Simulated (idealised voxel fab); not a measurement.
process module | voxel self aligned vias
The cross-section shown here is cut; it is 290 nm wide and divided into square cells measuring 5 nm on a side.
How to read a cross-section here: the picture is a grid of square cells, written as bands going from the top down, and any band can span one or more rows of cells.
The entry gives the band's vertical extent as a top height and a bottom height in nm, then its horizontal make-up as materials from left to right, each with a width in nm. "empty" stands for empty space; a single material marked "everywhere" fills the band edge to edge.
We count height from 0. Below that, the starting wafer is all one material. The lowest band never ends at the bottom but goes on down; see "0 nm and below" for how that is written.
Note: "30->40" means the width goes from the first number (top row of the band) to the second number (bottom row) in equal steps per row of cells.
The designation "identical to before", where it is given for a processing step, indicates that no cell of the cross-section was altered in the course of that step.
So "Enclosed cavities" is basically the list of trapped voids: any empty space of 8 cells or more that can't reach the top through an opening. They're written width x height at distance, the distance being from the left edge, and it's all nm.
Whatever follows a step's settings on its line is a remark the simulator itself makes about that step.
"overlay nm" denotes, for a step that has a mask, the displacement of the mask to the right of its planned place, with negative values corresponding to the left.

THE STEPS PLANNED FOR THE PROCESS ARE AS FOLLOWS
1: RECEIVE,material Si
2: CONFORMAL_DEP,material SiO2,thk nm 15
3: CONFORMAL_DEP,material SiCN,thk nm 5
4: DIRECTIONAL_DEP,material SiO2,thk nm 20
5: MASKED_ETCH,tone open,mask id LINES,width nm 30,pitch nm 65,etch materials SiO2,depth nm 20,overlay nm 0
6: CONFORMAL_DEP,material TiN,thk nm 5
7: FILL_DEP,material Ru,thk nm 10
8: CMP,height nm 40
9: SELECTIVE_ETCH,etch materials W Ru TiN,depth nm 5
10: FILL_DEP,material SiN,thk nm 10
11: CMP,height nm 40
12: DIRECTIONAL_DEP,material SiO2,thk nm 15
13: DIRECTIONAL_DEP,material aC,thk nm 10
14: PATTERN,tone open,mask id VIAS,material resist,width nm 40,pitch nm 130,thk nm 30,overlay nm 0
15: DIRECTIONAL_ETCH,etch materials aC,depth nm 10
16: STRIP,etch materials resist
17: DIRECTIONAL_ETCH,etch materials SiO2,depth nm 15
18: DIRECTIONAL_ETCH,etch materials SiN,depth nm 5
19: STRIP,etch materials aC
20: CONFORMAL_DEP,material TiN,thk nm 5
21: FILL_DEP,material W,thk nm 10
22: CMP,height nm 55
23: CONFORMAL_DEP,material SiCN,thk nm 5

FIRST OUT OF TWO WAFERS; RUN WENT TO PLAN

AS-RECEIVED WAFER CROSS-SECTION (AFTER STEP 1)
    0 nm and below | Si everywhere
    Enclosed cavities: none

CROSS-SECTION THROUGH THE WAFER, STEP 2 FINISHED
    15 nm to 0 nm | SiO2 everywhere
    At heights below 0, the structure remains unaltered.

CROSS-SECTION THROUGH THE WAFER, STEP 3 FINISHED
    20 nm to 15 nm | SiCN everywhere
    At heights below 15, the structure remains unaltered.

CROSS-SECTION THROUGH THE WAFER, STEP 4 FINISHED
    40 nm to 20 nm | SiO2 everywhere
    At heights below 20, the structure remains unaltered.

CROSS-SECTION THROUGH THE WAFER, STEP 5 FINISHED
    40 nm to 20 nm | SiO2=65 / empty=30 / SiO2=35 / empty=30 / SiO2=35 / empty=30 / SiO2=65
    At heights below 20, the structure remains unaltered.

CROSS-SECTION THROUGH THE WAFER, STEP 6 FINISHED
    45 nm to 40 nm | TiN=70 / empty=20 / TiN=45 / empty=20 / TiN=45 / empty=20 / TiN=70
    40 nm to 25 nm | SiO2=65 / TiN=5 / empty=20 / TiN=5 / SiO2=35 / TiN=5 / empty=20 / TiN=5 / SiO2=35 / TiN=5 / empty=20 / TiN=5 / SiO2=65
    25 nm to 20 nm | SiO2=65 / TiN=30 / SiO2=35 / TiN=30 / SiO2=35 / TiN=30 / SiO2=65
    At heights below 20, the structure remains unaltered.

CROSS-SECTION THROUGH THE WAFER, STEP 7 FINISHED
    55 nm to 45 nm | Ru everywhere
    45 nm to 40 nm | TiN=70 / Ru=20 / TiN=45 / Ru=20 / TiN=45 / Ru=20 / TiN=70
    40 nm to 25 nm | SiO2=65 / TiN=5 / Ru=20 / TiN=5 / SiO2=35 / TiN=5 / Ru=20 / TiN=5 / SiO2=35 / TiN=5 / Ru=20 / TiN=5 / SiO2=65
    At heights below 25, the structure remains unaltered.

CROSS-SECTION THROUGH THE WAFER, STEP 8 FINISHED
    40 nm to 25 nm | SiO2=65 / TiN=5 / Ru=20 / TiN=5 / SiO2=35 / TiN=5 / Ru=20 / TiN=5 / SiO2=35 / TiN=5 / Ru=20 / TiN=5 / SiO2=65
    At heights below 25, the structure remains unaltered.

CROSS-SECTION THROUGH THE WAFER, STEP 9 FINISHED
    40 nm to 35 nm | SiO2=65 / empty=30 / SiO2=35 / empty=30 / SiO2=35 / empty=30 / SiO2=65
    At heights below 35, the structure remains unaltered.

CROSS-SECTION THROUGH THE WAFER, STEP 10 FINISHED
    50 nm to 40 nm | SiN everywhere
    40 nm to 35 nm | SiO2=65 / SiN=30 / SiO2=35 / SiN=30 / SiO2=35 / SiN=30 / SiO2=65
    At heights below 35, the structure remains unaltered.

CROSS-SECTION THROUGH THE WAFER, STEP 11 FINISHED
    40 nm to 35 nm | SiO2=65 / SiN=30 / SiO2=35 / SiN=30 / SiO2=35 / SiN=30 / SiO2=65
    At heights below 35, the structure remains unaltered.

CROSS-SECTION THROUGH THE WAFER, STEP 12 FINISHED
    55 nm to 40 nm | SiO2 everywhere
    At heights below 40, the structure remains unaltered.

CROSS-SECTION THROUGH THE WAFER, STEP 13 FINISHED
    65 nm to 55 nm | aC everywhere
    At heights below 55, the structure remains unaltered.

CROSS-SECTION THROUGH THE WAFER, STEP 14 FINISHED
    95 nm to 65 nm | resist=60 / empty=40 / resist=90 / empty=40 / resist=60
    At heights below 65, the structure remains unaltered.

CROSS-SECTION THROUGH THE WAFER, STEP 15 FINISHED
    85 nm to 65 nm | resist=60 / empty=40 / resist=90 / empty=40 / resist=60
    65 nm to 55 nm | aC=60 / empty=40 / aC=90 / empty=40 / aC=60
    At heights below 55, the structure remains unaltered.

CROSS-SECTION THROUGH THE WAFER, STEP 16 FINISHED
    65 nm to 55 nm | aC=60 / empty=40 / aC=90 / empty=40 / aC=60
    At heights below 55, the structure remains unaltered.

CROSS-SECTION THROUGH THE WAFER, STEP 17 FINISHED
    65 nm to 55 nm | aC=60 / empty=40 / aC=90 / empty=40 / aC=60
    55 nm to 40 nm | SiO2=60 / empty=40 / SiO2=90 / empty=40 / SiO2=60
    At heights below 40, the structure remains unaltered.

CROSS-SECTION THROUGH THE WAFER, STEP 18 FINISHED
    65 nm to 55 nm | aC=60 / empty=40 / aC=90 / empty=40 / aC=60
    55 nm to 40 nm | SiO2=60 / empty=40 / SiO2=90 / empty=40 / SiO2=60
    40 nm to 35 nm | SiO2=65 / empty=30 / SiO2=35 / SiN=30 / SiO2=35 / empty=30 / SiO2=65
    At heights below 35, the structure remains unaltered.

CROSS-SECTION THROUGH THE WAFER, STEP 19 FINISHED
    55 nm to 40 nm | SiO2=60 / empty=40 / SiO2=90 / empty=40 / SiO2=60
    At heights below 40, the structure remains unaltered.

CROSS-SECTION THROUGH THE WAFER, STEP 20 FINISHED
    60 nm to 55 nm | TiN=65 / empty=30 / TiN=100 / empty=30 / TiN=65
    55 nm to 45 nm | SiO2=60 / TiN=5 / empty=30 / TiN=5 / SiO2=90 / TiN=5 / empty=30 / TiN=5 / SiO2=60
    45 nm to 40 nm | SiO2=60 / TiN=10 / empty=20 / TiN=10 / SiO2=90 / TiN=10 / empty=20 / TiN=10 / SiO2=60
    40 nm to 35 nm | SiO2=65 / TiN=30 / SiO2=35 / SiN=30 / SiO2=35 / TiN=30 / SiO2=65
    At heights below 35, the structure remains unaltered.

CROSS-SECTION THROUGH THE WAFER, STEP 21 FINISHED
    70 nm to 60 nm | W everywhere
    60 nm to 55 nm | TiN=65 / W=30 / TiN=100 / W=30 / TiN=65
    55 nm to 45 nm | SiO2=60 / TiN=5 / W=30 / TiN=5 / SiO2=90 / TiN=5 / W=30 / TiN=5 / SiO2=60
    45 nm to 40 nm | SiO2=60 / TiN=10 / W=20 / TiN=10 / SiO2=90 / TiN=10 / W=20 / TiN=10 / SiO2=60
    At heights below 40, the structure remains unaltered.

CROSS-SECTION THROUGH THE WAFER, STEP 22 FINISHED
    55 nm to 45 nm | SiO2=60 / TiN=5 / W=30 / TiN=5 / SiO2=90 / TiN=5 / W=30 / TiN=5 / SiO2=60
    At heights below 45, the structure remains unaltered.

CROSS-SECTION THROUGH THE WAFER, STEP 23 FINISHED
    60 nm to 55 nm | SiCN everywhere
    At heights below 55, the structure remains unaltered.

THE SECOND WAFER BEGAN EXACTLY AS THE FIRST DID AND FOLLOWED THE SAME PLAN, BUT ONE MISTAKE WAS MADE WHILE RUNNING IT; THROUGH STEP 9 INCLUSIVE, THE TWO WAFERS ARE IDENTICAL

SECOND WAFER, CROSS-SECTION, PLANNED END OF STEP 10
    50 nm to 40 nm | Ru everywhere
    40 nm to 35 nm | SiO2=65 / Ru=30 / SiO2=35 / Ru=30 / SiO2=35 / Ru=30 / SiO2=65
    At heights below 35, the structure remains unaltered.

SECOND WAFER, CROSS-SECTION, PLANNED END OF STEP 11
    40 nm to 35 nm | SiO2=65 / Ru=30 / SiO2=35 / Ru=30 / SiO2=35 / Ru=30 / SiO2=65
    At heights below 35, the structure remains unaltered.

SECOND WAFER, CROSS-SECTION, PLANNED END OF STEP 12
    55 nm to 40 nm | SiO2 everywhere
    At heights below 40, the structure remains unaltered.

SECOND WAFER, CROSS-SECTION, PLANNED END OF STEP 13
    65 nm to 55 nm | aC everywhere
    At heights below 55, the structure remains unaltered.

SECOND WAFER, CROSS-SECTION, PLANNED END OF STEP 14
    95 nm to 65 nm | resist=60 / empty=40 / resist=90 / empty=40 / resist=60
    At heights below 65, the structure remains unaltered.

SECOND WAFER, CROSS-SECTION, PLANNED END OF STEP 15
    85 nm to 65 nm | resist=60 / empty=40 / resist=90 / empty=40 / resist=60
    65 nm to 55 nm | aC=60 / empty=40 / aC=90 / empty=40 / aC=60
    At heights below 55, the structure remains unaltered.

SECOND WAFER, CROSS-SECTION, PLANNED END OF STEP 16
    65 nm to 55 nm | aC=60 / empty=40 / aC=90 / empty=40 / aC=60
    At heights below 55, the structure remains unaltered.

SECOND WAFER, CROSS-SECTION, PLANNED END OF STEP 17
    65 nm to 55 nm | aC=60 / empty=40 / aC=90 / empty=40 / aC=60
    55 nm to 40 nm | SiO2=60 / empty=40 / SiO2=90 / empty=40 / SiO2=60
    At heights below 40, the structure remains unaltered.

Second wafer, cross-section, planned end of step 18: identical to before

SECOND WAFER, CROSS-SECTION, PLANNED END OF STEP 19
    55 nm to 40 nm | SiO2=60 / empty=40 / SiO2=90 / empty=40 / SiO2=60
    At heights below 40, the structure remains unaltered.

SECOND WAFER, CROSS-SECTION, PLANNED END OF STEP 20
    60 nm to 55 nm | TiN=65 / empty=30 / TiN=100 / empty=30 / TiN=65
    55 nm to 45 nm | SiO2=60 / TiN=5 / empty=30 / TiN=5 / SiO2=90 / TiN=5 / empty=30 / TiN=5 / SiO2=60
    45 nm to 40 nm | SiO2=60 / TiN=40 / SiO2=90 / TiN=40 / SiO2=60
    At heights below 40, the structure remains unaltered.

SECOND WAFER, CROSS-SECTION, PLANNED END OF STEP 21
    70 nm to 60 nm | W everywhere
    60 nm to 55 nm | TiN=65 / W=30 / TiN=100 / W=30 / TiN=65
    55 nm to 45 nm | SiO2=60 / TiN=5 / W=30 / TiN=5 / SiO2=90 / TiN=5 / W=30 / TiN=5 / SiO2=60
    At heights below 45, the structure remains unaltered.

SECOND WAFER, CROSS-SECTION, PLANNED END OF STEP 22
    55 nm to 45 nm | SiO2=60 / TiN=5 / W=30 / TiN=5 / SiO2=90 / TiN=5 / W=30 / TiN=5 / SiO2=60
    At heights below 45, the structure remains unaltered.

SECOND WAFER, CROSS-SECTION, PLANNED END OF STEP 23
    60 nm to 55 nm | SiCN everywhere
    At heights below 55, the structure remains unaltered.
Short version of what went wrong: in deviation from the planned setting, step 10 was conducted as FILL_DEP,material Ru,thk nm 10
Cell-count delta at end, second wafer over first, by material: Ru +18; SiN -6; TiN -4; W -8
